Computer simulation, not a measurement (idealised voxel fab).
This is a process module. Its name is voxel capacitor over wiring.
Pictured: cross-section cut, 155 nm wide, on a grid of 5 nm square cells.
We lay out every cross-section as a grid of square cells and spell it out in bands from the top down, where one band means one or more rows of cells.
Basically the band line says how high the top is and how high the bottom is, in nm, and then what's in it from left to right, every material with its width in nm. Empty space shows up as "blank", and if a single material carries "all across" it runs the full band edge to edge.
It should be noted that heights are counted from 0, beneath which the wafer as supplied is of one material throughout, and that the lowest band possesses no lower boundary but continues downward, as written in "0 nm and below".
Per-row width for "30 to 40": begins at first number (top row of band), ends at second number (bottom row), increment between rows held constant.
"nothing changed" means the step left every cell of the cross-section as it was.
You'll see "Fully enclosed voids" listing empty spaces that have no way open to the top, as long as they're 8 cells or more; the notation is width x height at distance, where the distance is from the left edge, and all of it is in nm.
On each step's line, the part that comes after the settings is the simulator's own comment on the step.
overlay nm, on a step with a mask: how far to the right of its planned place the mask lay; to the left if negative
[This section lists the process steps that were planned]
step 1: RECEIVE | material Si
step 2: CONFORMAL_DEP | material SiO2 | thk nm 10
step 3: CONFORMAL_DEP | material SiN | thk nm 5
step 4: DIRECTIONAL_DEP | material SiO2 | thk nm 25
step 5: DIRECTIONAL_DEP | material aC | thk nm 10
step 6: PATTERN | tone open | mask id METAL_1 | material resist | width nm 25 | pitch nm 80 | thk nm 25 | overlay nm 0
step 7: DIRECTIONAL_ETCH | etch materials aC | depth nm 10
step 8: STRIP | etch materials resist
step 9: DIRECTIONAL_ETCH | etch materials SiO2 | depth nm 25
step 10: DIRECTIONAL_ETCH | etch materials SiN | depth nm 5
step 11: STRIP | etch materials aC
step 12: CONFORMAL_DEP | material TiN | thk nm 5
step 13: FILL_DEP | material Cu | thk nm 5
step 14: CMP | height nm 40
step 15: CONFORMAL_DEP | material SiCN | thk nm 5
step 16: DIRECTIONAL_DEP | material lowk | thk nm 15
step 17: DIRECTIONAL_DEP | material aC | thk nm 15
step 18: PATTERN | tone open | mask id PLUG_1 | material resist | width nm 15 | thk nm 30 | overlay nm 0
step 19: DIRECTIONAL_ETCH | etch materials aC | depth nm 15
step 20: STRIP | etch materials resist
step 21: DIRECTIONAL_ETCH | etch materials lowk | depth nm 15
step 22: DIRECTIONAL_ETCH | etch materials SiCN | depth nm 5
step 23: STRIP | etch materials aC
step 24: EPI | material Ru | thk nm 10
step 25: EPI | material Ru | thk nm 10
step 26: DIRECTIONAL_DEP | material TiN | thk nm 5
step 27: DIRECTIONAL_DEP | material Al2O3 | thk nm 5
step 28: DIRECTIONAL_DEP | material TiN | thk nm 5
step 29: PATTERN | tone cover | mask id UPPER_PLATE | material resist | width nm 60 | thk nm 15 | overlay nm 0
step 30: DIRECTIONAL_ETCH | etch materials TiN | depth nm 5
step 31: DIRECTIONAL_ETCH | etch materials Al2O3 | depth nm 5
step 32: STRIP | etch materials resist
step 33: MASKED_ETCH | tone cover | mask id LOWER_PLATE | width nm 70 | etch materials TiN | depth nm 5 | overlay nm 0
step 34: FILL_DEP | material SiO2 | thk nm 15
step 35: CMP | height nm 85
step 36: PATTERN | tone open | mask id PLUG_2 | material resist | width nm 15 | thk nm 15 | overlay nm 0
step 37: DIRECTIONAL_ETCH | etch materials SiO2 | depth nm 10
step 38: STRIP | etch materials resist
step 39: CONFORMAL_DEP | material TiN | thk nm 5
step 40: FILL_DEP | material W | thk nm 5
step 41: CMP | height nm 85
step 42: CONFORMAL_DEP | material SiN | thk nm 5
[First of two wafers, with the run carried out as planned]
[As-received wafer cross-section (after step 1)]
	0 nm and below | Si all across
	Fully enclosed voids: none
[Wafer xsec, post step 2]
	10 nm to 0 nm | SiO2 all across
	For the remainder of the cross-section, below 0, there is no change.
[Wafer xsec, post step 3]
	15 nm to 10 nm | SiN all across
	For the remainder of the cross-section, below 10, there is no change.
[Wafer xsec, post step 4]
	40 nm to 15 nm | SiO2 all across
	For the remainder of the cross-section, below 15, there is no change.
[Wafer xsec, post step 5]
	50 nm to 40 nm | aC all across
	For the remainder of the cross-section, below 40, there is no change.
[Wafer xsec, post step 6]
	75 nm to 50 nm | resist 25; blank 25; resist 55; blank 25; resist 25
	For the remainder of the cross-section, below 50, there is no change.
[Wafer xsec, post step 7]
	65 nm to 50 nm | resist 25; blank 25; resist 55; blank 25; resist 25
	50 nm to 40 nm | aC 25; blank 25; aC 55; blank 25; aC 25
	For the remainder of the cross-section, below 40, there is no change.
[Wafer xsec, post step 8]
	50 nm to 40 nm | aC 25; blank 25; aC 55; blank 25; aC 25
	For the remainder of the cross-section, below 40, there is no change.
[Wafer xsec, post step 9]
	50 nm to 40 nm | aC 25; blank 25; aC 55; blank 25; aC 25
	40 nm to 15 nm | SiO2 25; blank 25; SiO2 55; blank 25; SiO2 25
	For the remainder of the cross-section, below 15, there is no change.
[Wafer xsec, post step 10]
	50 nm to 40 nm | aC 25; blank 25; aC 55; blank 25; aC 25
	40 nm to 15 nm | SiO2 25; blank 25; SiO2 55; blank 25; SiO2 25
	15 nm to 10 nm | SiN 25; blank 25; SiN 55; blank 25; SiN 25
	For the remainder of the cross-section, below 10, there is no change.
[Wafer xsec, post step 11]
	40 nm to 15 nm | SiO2 25; blank 25; SiO2 55; blank 25; SiO2 25
	For the remainder of the cross-section, below 15, there is no change.
[Wafer xsec, post step 12]
	45 nm to 40 nm | TiN 30; blank 15; TiN 65; blank 15; TiN 30
	40 nm to 15 nm | SiO2 25; TiN 5; blank 15; TiN 5; SiO2 55; TiN 5; blank 15; TiN 5; SiO2 25
	15 nm to 10 nm | SiN 25; TiN 25; SiN 55; TiN 25; SiN 25
	For the remainder of the cross-section, below 10, there is no change.
[Wafer xsec, post step 13]
	50 nm to 45 nm | Cu all across
	45 nm to 40 nm | TiN 30; Cu 15; TiN 65; Cu 15; TiN 30
	40 nm to 15 nm | SiO2 25; TiN 5; Cu 15; TiN 5; SiO2 55; TiN 5; Cu 15; TiN 5; SiO2 25
	For the remainder of the cross-section, below 15, there is no change.
[Wafer xsec, post step 14]
	40 nm to 15 nm | SiO2 25; TiN 5; Cu 15; TiN 5; SiO2 55; TiN 5; Cu 15; TiN 5; SiO2 25
	For the remainder of the cross-section, below 15, there is no change.
[Wafer xsec, post step 15]
	45 nm to 40 nm | SiCN all across
	For the remainder of the cross-section, below 40, there is no change.
[Wafer xsec, post step 16]
	60 nm to 45 nm | lowk all across
	For the remainder of the cross-section, below 45, there is no change.
[Wafer xsec, post step 17]
	75 nm to 60 nm | aC all across
	For the remainder of the cross-section, below 60, there is no change.
[Wafer xsec, post step 18]
	105 nm to 75 nm | resist 35; blank 15; resist 105
	For the remainder of the cross-section, below 75, there is no change.
[Wafer xsec, post step 19]
	90 nm to 75 nm | resist 35; blank 15; resist 105
	75 nm to 60 nm | aC 35; blank 15; aC 105
	For the remainder of the cross-section, below 60, there is no change.
[Wafer xsec, post step 20]
	75 nm to 60 nm | aC 35; blank 15; aC 105
	For the remainder of the cross-section, below 60, there is no change.
[Wafer xsec, post step 21]
	75 nm to 60 nm | aC 35; blank 15; aC 105
	60 nm to 45 nm | lowk 35; blank 15; lowk 105
	For the remainder of the cross-section, below 45, there is no change.
[Wafer xsec, post step 22]
	75 nm to 60 nm | aC 35; blank 15; aC 105
	60 nm to 45 nm | lowk 35; blank 15; lowk 105
	45 nm to 40 nm | SiCN 35; blank 15; SiCN 105
	For the remainder of the cross-section, below 40, there is no change.
[Wafer xsec, post step 23]
	60 nm to 45 nm | lowk 35; blank 15; lowk 105
	For the remainder of the cross-section, below 45, there is no change.
[Wafer xsec, post step 24]
	60 nm to 50 nm | lowk 35; blank 15; lowk 105
	50 nm to 45 nm | lowk 35; Ru 15; lowk 105
	45 nm to 40 nm | SiCN 35; Ru 15; SiCN 105
	For the remainder of the cross-section, below 40, there is no change.
[Wafer xsec, post step 25]
	60 nm to 45 nm | lowk 35; Ru 15; lowk 105
	For the remainder of the cross-section, below 45, there is no change.
[Wafer xsec, post step 26]
	65 nm to 60 nm | TiN all across
	For the remainder of the cross-section, below 60, there is no change.
[Wafer xsec, post step 27]
	70 nm to 65 nm | Al2O3 all across
	For the remainder of the cross-section, below 65, there is no change.
[Wafer xsec, post step 28]
	75 nm to 70 nm | TiN all across
	For the remainder of the cross-section, below 70, there is no change.
[Wafer xsec, post step 29]
	90 nm to 75 nm | blank 35; resist 60; blank 60
	For the remainder of the cross-section, below 75, there is no change.
[Wafer xsec, post step 30]
	90 nm to 75 nm | blank 35; resist 60; blank 60
	75 nm to 70 nm | blank 35; TiN 60; blank 60
	For the remainder of the cross-section, below 70, there is no change.
[Wafer xsec, post step 31]
	90 nm to 75 nm | blank 35; resist 60; blank 60
	75 nm to 70 nm | blank 35; TiN 60; blank 60
	70 nm to 65 nm | blank 35; Al2O3 60; blank 60
	For the remainder of the cross-section, below 65, there is no change.
[Wafer xsec, post step 32]
	75 nm to 70 nm | blank 35; TiN 60; blank 60
	For the remainder of the cross-section, below 70, there is no change.
[Wafer xsec, post step 33]
	75 nm to 70 nm | blank 35; TiN 60; blank 60
	70 nm to 65 nm | blank 35; Al2O3 60; blank 60
	65 nm to 60 nm | blank 30; TiN 70; blank 55
	For the remainder of the cross-section, below 60, there is no change.
[Wafer xsec, post step 34]
	90 nm to 75 nm | SiO2 all across
	75 nm to 70 nm | SiO2 35; TiN 60; SiO2 60
	70 nm to 65 nm | SiO2 35; Al2O3 60; SiO2 60
	65 nm to 60 nm | SiO2 30; TiN 70; SiO2 55
	For the remainder of the cross-section, below 60, there is no change.
[Wafer xsec, post step 35]
	85 nm to 75 nm | SiO2 all across
	For the remainder of the cross-section, below 75, there is no change.
[Wafer xsec, post step 36]
	100 nm to 85 nm | resist 45; blank 15; resist 95
	For the remainder of the cross-section, below 85, there is no change.
[Wafer xsec, post step 37]
	100 nm to 85 nm | resist 45; blank 15; resist 95
	85 nm to 75 nm | SiO2 45; blank 15; SiO2 95
	For the remainder of the cross-section, below 75, there is no change.
[Wafer xsec, post step 38]
	85 nm to 75 nm | SiO2 45; blank 15; SiO2 95
	For the remainder of the cross-section, below 75, there is no change.
[Wafer xsec, post step 39]
	90 nm to 85 nm | TiN 50; blank 5; TiN 100
	85 nm to 80 nm | SiO2 45; TiN 5; blank 5; TiN 5; SiO2 95
	80 nm to 70 nm | SiO2 45 to 35; TiN 15 to 60; SiO2 95 to 60
	For the remainder of the cross-section, below 70, there is no change.
[Wafer xsec, post step 40]
	95 nm to 90 nm | W all across
	90 nm to 85 nm | TiN 50; W 5; TiN 100
	85 nm to 80 nm | SiO2 45; TiN 5; W 5; TiN 5; SiO2 95
	For the remainder of the cross-section, below 80, there is no change.
[Wafer xsec, post step 41]
	85 nm to 80 nm | SiO2 45; TiN 5; W 5; TiN 5; SiO2 95
	For the remainder of the cross-section, below 80, there is no change.
[Wafer xsec, post step 42]
	90 nm to 85 nm | SiN all across
	For the remainder of the cross-section, below 85, there is no change.
[For the second wafer, take the first wafer's start and plan, then add one mistake made in running it; everything through step 15, that step included, is shared with the first]
[Look at the second wafer in cross-section at the time step 16 ought to have finished]
	60 nm to 45 nm | Al2O3 all across
	For the remainder of the cross-section, below 45, there is no change.
[Look at the second wafer in cross-section at the time step 17 ought to have finished]
	75 nm to 60 nm | aC all across
	For the remainder of the cross-section, below 60, there is no change.
[Look at the second wafer in cross-section at the time step 18 ought to have finished]
	105 nm to 75 nm | resist 35; blank 15; resist 105
	For the remainder of the cross-section, below 75, there is no change.
[Look at the second wafer in cross-section at the time step 19 ought to have finished]
	90 nm to 75 nm | resist 35; blank 15; resist 105
	75 nm to 60 nm | aC 35; blank 15; aC 105
	For the remainder of the cross-section, below 60, there is no change.
[Look at the second wafer in cross-section at the time step 20 ought to have finished]
	75 nm to 60 nm | aC 35; blank 15; aC 105
	For the remainder of the cross-section, below 60, there is no change.
Look at the second wafer in cross-section at the time step 21 ought to have finished: nothing changed
Look at the second wafer in cross-section at the time step 22 ought to have finished: nothing changed
[Look at the second wafer in cross-section at the time step 23 ought to have finished]
	60 nm to 45 nm | Al2O3 all across
	For the remainder of the cross-section, below 45, there is no change.
Look at the second wafer in cross-section at the time step 24 ought to have finished: nothing changed
Look at the second wafer in cross-section at the time step 25 ought to have finished: nothing changed
[Look at the second wafer in cross-section at the time step 26 ought to have finished]
	65 nm to 60 nm | TiN all across
	For the remainder of the cross-section, below 60, there is no change.
[Look at the second wafer in cross-section at the time step 27 ought to have finished]
	70 nm to 65 nm | Al2O3 all across
	For the remainder of the cross-section, below 65, there is no change.
[Look at the second wafer in cross-section at the time step 28 ought to have finished]
	75 nm to 70 nm | TiN all across
	For the remainder of the cross-section, below 70, there is no change.
[Look at the second wafer in cross-section at the time step 29 ought to have finished]
	90 nm to 75 nm | blank 35; resist 60; blank 60
	For the remainder of the cross-section, below 75, there is no change.
[Look at the second wafer in cross-section at the time step 30 ought to have finished]
	90 nm to 75 nm | blank 35; resist 60; blank 60
	75 nm to 70 nm | blank 35; TiN 60; blank 60
	For the remainder of the cross-section, below 70, there is no change.
[Look at the second wafer in cross-section at the time step 31 ought to have finished]
	90 nm to 75 nm | blank 35; resist 60; blank 60
	75 nm to 70 nm | blank 35; TiN 60; blank 60
	70 nm to 65 nm | blank 35; Al2O3 60; blank 60
	For the remainder of the cross-section, below 65, there is no change.
[Look at the second wafer in cross-section at the time step 32 ought to have finished]
	75 nm to 70 nm | blank 35; TiN 60; blank 60
	For the remainder of the cross-section, below 70, there is no change.
[Look at the second wafer in cross-section at the time step 33 ought to have finished]
	75 nm to 70 nm | blank 35; TiN 60; blank 60
	70 nm to 65 nm | blank 35; Al2O3 60; blank 60
	65 nm to 60 nm | blank 30; TiN 70; blank 55
	For the remainder of the cross-section, below 60, there is no change.
[Look at the second wafer in cross-section at the time step 34 ought to have finished]
	90 nm to 75 nm | SiO2 all across
	75 nm to 70 nm | SiO2 35; TiN 60; SiO2 60
	70 nm to 65 nm | SiO2 35; Al2O3 60; SiO2 60
	65 nm to 60 nm | SiO2 30; TiN 70; SiO2 55
	For the remainder of the cross-section, below 60, there is no change.
[Look at the second wafer in cross-section at the time step 35 ought to have finished]
	85 nm to 75 nm | SiO2 all across
	For the remainder of the cross-section, below 75, there is no change.
[Look at the second wafer in cross-section at the time step 36 ought to have finished]
	100 nm to 85 nm | resist 45; blank 15; resist 95
	For the remainder of the cross-section, below 85, there is no change.
[Look at the second wafer in cross-section at the time step 37 ought to have finished]
	100 nm to 85 nm | resist 45; blank 15; resist 95
	85 nm to 75 nm | SiO2 45; blank 15; SiO2 95
	For the remainder of the cross-section, below 75, there is no change.
[Look at the second wafer in cross-section at the time step 38 ought to have finished]
	85 nm to 75 nm | SiO2 45; blank 15; SiO2 95
	For the remainder of the cross-section, below 75, there is no change.
[Look at the second wafer in cross-section at the time step 39 ought to have finished]
	90 nm to 85 nm | TiN 50; blank 5; TiN 100
	85 nm to 80 nm | SiO2 45; TiN 5; blank 5; TiN 5; SiO2 95
	80 nm to 70 nm | SiO2 45 to 35; TiN 15 to 60; SiO2 95 to 60
	For the remainder of the cross-section, below 70, there is no change.
[Look at the second wafer in cross-section at the time step 40 ought to have finished]
	95 nm to 90 nm | W all across
	90 nm to 85 nm | TiN 50; W 5; TiN 100
	85 nm to 80 nm | SiO2 45; TiN 5; W 5; TiN 5; SiO2 95
	For the remainder of the cross-section, below 80, there is no change.
[Look at the second wafer in cross-section at the time step 41 ought to have finished]
	85 nm to 80 nm | SiO2 45; TiN 5; W 5; TiN 5; SiO2 95
	For the remainder of the cross-section, below 80, there is no change.
[Look at the second wafer in cross-section at the time step 42 ought to have finished]
	90 nm to 85 nm | SiN all across
	For the remainder of the cross-section, below 85, there is no change.
Finding, execution versus plan: step 16 deviated from plan and actually ran as DIRECTIONAL_DEP | material Al2O3 | thk nm 15
Once processing is complete, comparing cell counts shows that the second wafer has more or fewer of certain materials than the first: +93 Al2O3; -12 Ru; +3 SiCN; -84 lowk
